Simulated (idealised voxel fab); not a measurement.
The document below concerns the process module designated voxel released beams.
Section shown: cut. Width: 145 nm. Cell size: 5 nm, square.
Reading order for cross-sections: top band down to bottom band. Underlying form: a grid of square cells. Band size: one or more rows of cells. The band entry comprises the height of the band's top followed by the height of its bottom, expressed in nm, and subsequently the band's materials from left to right, each stated together with its width in nm. Where a single material is marked with the word "edge to edge", that material fills the band from edge to edge. The word "empty" represents empty space. Heights are measured from 0, the level below which the as-received wafer is all one material; the lowest band has no bottom and continues downward, written as in "0 down". The width entry "30..40" should be interpreted row by row: the top row of cells in the band takes the first number, the bottom row takes the second number, and the change between adjacent rows is uniform throughout. "no change occurred" for a step: no cell of the cross-section changed in that step. So "Entrapped void list" is basically the list of trapped voids: any empty space of 8 cells or more that can't reach the top through an opening. They're written width x height at distance, the distance being from the left edge, and it's all nm. On each step's line, the part that comes after the settings is the simulator's own comment on the step. overlay nm: step with mask; distance mask lay right of planned place; negative value = left of planned place.

# This section lists the process steps that were planned
1) RECEIVE with material Si
2) CONFORMAL_DEP with material Al2O3, thk nm 5
3) DIRECTIONAL_DEP with material SiO2, thk nm 15
4) DIRECTIONAL_DEP with material aC, thk nm 10
5) PATTERN with tone open, mask id ANCHOR, material resist, width nm 30, thk nm 30, overlay nm 0
6) DIRECTIONAL_ETCH with etch materials aC, depth nm 10
7) STRIP with etch materials resist
8) DIRECTIONAL_ETCH with etch materials SiO2, depth nm 15
9) STRIP with etch materials aC
10) CONFORMAL_DEP with material SiN, thk nm 10
11) DIRECTIONAL_DEP with material aC, thk nm 15
12) PATTERN with tone cover, mask id BEAM, material resist, width nm 90, thk nm 35, overlay nm 0
13) DIRECTIONAL_ETCH with etch materials aC, depth nm 15
14) STRIP with etch materials resist
15) DIRECTIONAL_ETCH with etch materials SiN, depth nm 10
16) STRIP with etch materials aC
17) STRIP with etch materials SiO2

# as received, after step 1
> 0 down = Si edge to edge
> Entrapped void list: none

# Sectioned view, first of two wafers, at the close of the module, processed as intended in the plan
> 30 to 20 = empty 25, then SiN 15, then empty 10, then SiN 65, then empty 30
> 20 to 15 = empty 30, then SiN 10, then empty 10, then SiN 10, then empty 85
> 15 to 5 = empty 30, then SiN 30, then empty 85
> 5 to 0 = Al2O3 edge to edge
> 0 down = Si edge to edge
> Entrapped void list: none

# Second of two wafers, module complete, sectioned: it shares the first wafer's start and plan but was run with one mistake
> 30 to 20 = empty 25, then SiN 90, then empty 30
> 20 to 15 = Al2O3 edge to edge
> 15 to 0 = SiO2 edge to edge
> 0 down = Si edge to edge
> Entrapped void list: none
Heads up, the wafer didn't run the way we planned it: ran 2 and 3 in swapped order versus the plan
The second wafer ends with more or fewer cells of some materials than the first, per final count: SiN: 12 fewer, SiO2: 87 more
